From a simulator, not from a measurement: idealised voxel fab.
process module | voxel capacitor over wiring
cross-section cut | 235 nm wide | cells 5 nm
A cross-section is a grid of square cells, given in bands from the top down. A band is one or more rows of cells.
Each band's line starts with the height of the band's top and of its bottom, in nm. Then come its materials from left to right, each with its width in nm. One material with "throughout" fills the band from edge to edge. "air" is empty space.
Height 0 is the level under which the wafer as received is all one material. The lowest band goes on downwards, as in "0 down".
A width such as "30 to 40" changes by the same amount from each row of cells to the next, from the band's top row to its bottom row.
"no change" after a step means that no cell of the cross-section changed.
closed voids: empty space of 8 cells or more with no open way to the top, each as width x height at its distance from the left edge, in nm
after a step's settings: what the simulator itself notes on the step
overlay nm, on a step with a mask: how far to the right of its planned place the mask lay; to the left if negative
plan
1 op RECEIVE | material Si
2 op CONFORMAL_DEP | material SiO2 | thk nm 10
3 op CONFORMAL_DEP | material SiCN | thk nm 5
4 op DIRECTIONAL_DEP | material lowk | thk nm 20
5 op DIRECTIONAL_DEP | material aC | thk nm 15
6 op PATTERN | tone open | mask id METAL_1 | material resist | width nm 30 | pitch nm 85 | thk nm 30 | overlay nm 0
7 op DIRECTIONAL_ETCH | etch materials aC | depth nm 15
8 op STRIP | etch materials resist
9 op DIRECTIONAL_ETCH | etch materials lowk | depth nm 20
10 op DIRECTIONAL_ETCH | etch materials SiCN | depth nm 5
11 op STRIP | etch materials aC
12 op CONFORMAL_DEP | material TiN | thk nm 5
13 op FILL_DEP | material Ru | thk nm 10
14 op CMP | height nm 35
15 op CONFORMAL_DEP | material SiCN | thk nm 5
16 op DIRECTIONAL_DEP | material lowk | thk nm 10
17 op MASKED_ETCH | tone open | mask id PLUG_1 | width nm 15 | etch materials lowk | depth nm 10 | overlay nm 0
18 op MASKED_ETCH | tone open | mask id PLUG_1 | width nm 15 | etch materials SiCN | depth nm 5 | overlay nm 0
19 op EPI | material Ru | thk nm 10
20 op EPI | material Ru | thk nm 5
21 op DIRECTIONAL_DEP | material TiN | thk nm 10
22 op DIRECTIONAL_DEP | material HfO2 | thk nm 5
23 op DIRECTIONAL_DEP | material TiN | thk nm 5
24 op PATTERN | tone cover | mask id UPPER_PLATE | material resist | width nm 60 | thk nm 15 | overlay nm 0
25 op DIRECTIONAL_ETCH | etch materials TiN | depth nm 5
26 op DIRECTIONAL_ETCH | etch materials HfO2 | depth nm 5
27 op STRIP | etch materials resist
28 op PATTERN | tone cover | mask id LOWER_PLATE | material resist | width nm 70 | thk nm 20 | overlay nm 0
29 op DIRECTIONAL_ETCH | etch materials TiN | depth nm 10
30 op STRIP | etch materials resist
31 op FILL_DEP | material SiO2 | thk nm 20
32 op CMP | height nm 85
33 op DIRECTIONAL_DEP | material aC | thk nm 10
34 op PATTERN | tone open | mask id PLUG_2 | material resist | width nm 15 | thk nm 30 | overlay nm 0
35 op DIRECTIONAL_ETCH | etch materials aC | depth nm 10
36 op STRIP | etch materials resist
37 op DIRECTIONAL_ETCH | etch materials SiO2 | depth nm 15
38 op STRIP | etch materials aC
39 op CONFORMAL_DEP | material TiN | thk nm 5
40 op FILL_DEP | material Cu | thk nm 5
41 op CMP | height nm 85
42 op CONFORMAL_DEP | material SiN | thk nm 5
as received, after step 1
  0 down: Si throughout
  closed voids: none
first wafer at the end, as planned
  90 to 85: SiN throughout
  85 to 75: SiO2 85 | TiN 5 | Cu 5 | TiN 5 | SiO2 135
  75 to 65: SiO2 85 to 75 | TiN 15 to 60 | SiO2 135 to 100
  65 to 60: SiO2 75 | HfO2 60 | SiO2 100
  60 to 50: SiO2 70 | TiN 70 | SiO2 95
  50 to 40: lowk 75 | Ru 15 | lowk 145
  40 to 35: SiCN 75 | Ru 15 | SiCN 145
  35 to 15: lowk 60 | TiN 5 | Ru 20 | TiN 5 | lowk 55 | TiN 5 | Ru 20 | TiN 5 | lowk 60
  15 to 10: SiCN 60 | TiN 30 | SiCN 55 | TiN 30 | SiCN 60
  10 to 0: SiO2 throughout
  0 down: Si throughout
  closed voids: none
second wafer at the end: like start, like plan, one mistake
  90 to 85: SiN throughout
  85 to 70: HfO2 throughout
  70 to 65: HfO2 75 | TiN 60 | HfO2 100
  65 to 60: HfO2 throughout
  60 to 50: HfO2 70 | TiN 70 | HfO2 95
  50 to 40: lowk 75 | Ru 15 | lowk 145
  40 to 35: SiCN 75 | Ru 15 | SiCN 145
  35 to 15: lowk 60 | TiN 5 | Ru 20 | TiN 5 | lowk 55 | TiN 5 | Ru 20 | TiN 5 | lowk 60
  15 to 10: SiCN 60 | TiN 30 | SiCN 55 | TiN 30 | SiCN 60
  10 to 0: SiO2 throughout
  0 down: Si throughout
  closed voids: none
what went wrong: step 31 ran as: op FILL_DEP | material HfO2 | thk nm 20
at the end the second wafer has, in cells: 2 fewer of Cu | 277 more of HfO2 | 268 fewer of SiO2 | 7 fewer of TiN
